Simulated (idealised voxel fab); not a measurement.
A process module follows: voxel lift off.
In the cross-section labelled cut, the width is 265 nm and each square cell is 5 nm.
For the purposes of this document, a cross-section shall be understood as a grid of square cells, specified as bands listed in top-to-bottom order, each band consisting of one or more rows of cells. What a band's entry tells you: where the top is and where the bottom is, as heights in nm, and after that what lies inside, material by material from left to right, each with its width in nm. Empty space is written as the word "blank", and a single material marked with the word "all across" occupies the band from edge to edge. Height 0 is the level under which the wafer as received is all one material. The lowest band goes on downwards, as in "0 and below". Width spec "30..40" -> top row of cells at first value, bottom row at second value, equal per-row change in between. "nothing altered" (step): cross-section cells unchanged, all of them. Heads up: "Non-vented voids" only lists the empty pockets with no open path to the top that are 8 cells or more, and it writes them as width x height at distance, distance from the left edge, in nm. Read whatever lies past the settings on a step's line as the simulator's own remark about the step. "overlay nm" denotes, for a step that has a mask, the displacement of the mask to the right of its planned place, with negative values corresponding to the left.
## plan
- 1: RECEIVE: material Si
- 2: CONFORMAL_DEP: material SiO2, thk nm 5
- 3: PATTERN: tone open, mask id LINES, material resist, width nm 20, pitch nm 50, thk nm 30, overlay nm 0
- 4: DIRECTIONAL_DEP: material Ru, thk nm 15
- 5: STRIP: etch materials resist
- 6: CONFORMAL_DEP: material SiO2, thk nm 5
## As-received wafer cross-section (after step 1)
0 and below  Si all across
Non-vented voids: none
## End-of-module XS, first of two wafers, run as planned
25 down to 20  blank (90), then SiO2 (30), then blank (20), then SiO2 (30), then blank (95)
20 down to 10  blank (90), then SiO2 (5), then Ru (20), then SiO2 (5), then blank (20), then SiO2 (5), then Ru (20), then SiO2 (5), then blank (95)
10 down to 5  SiO2 (95), then Ru (20), then SiO2 (30), then Ru (20), then SiO2 (100)
5 down to 0  SiO2 all across
0 and below  Si all across
Non-vented voids: none
## Second wafer cross-section at end of module - shared start and plan with the first, one mistake in the run
20 down to 5  blank (95), then Ru (20), then blank (30), then Ru (20), then blank (100)
5 down to 0  SiO2 all across
0 and below  Si all across
Non-vented voids: none
The mistake made against the process plan was this: step 6 of the plan was bypassed and not carried out
Final tally in cells, some materials are higher or lower on the second wafer than on the first: 65 fewer of SiO2
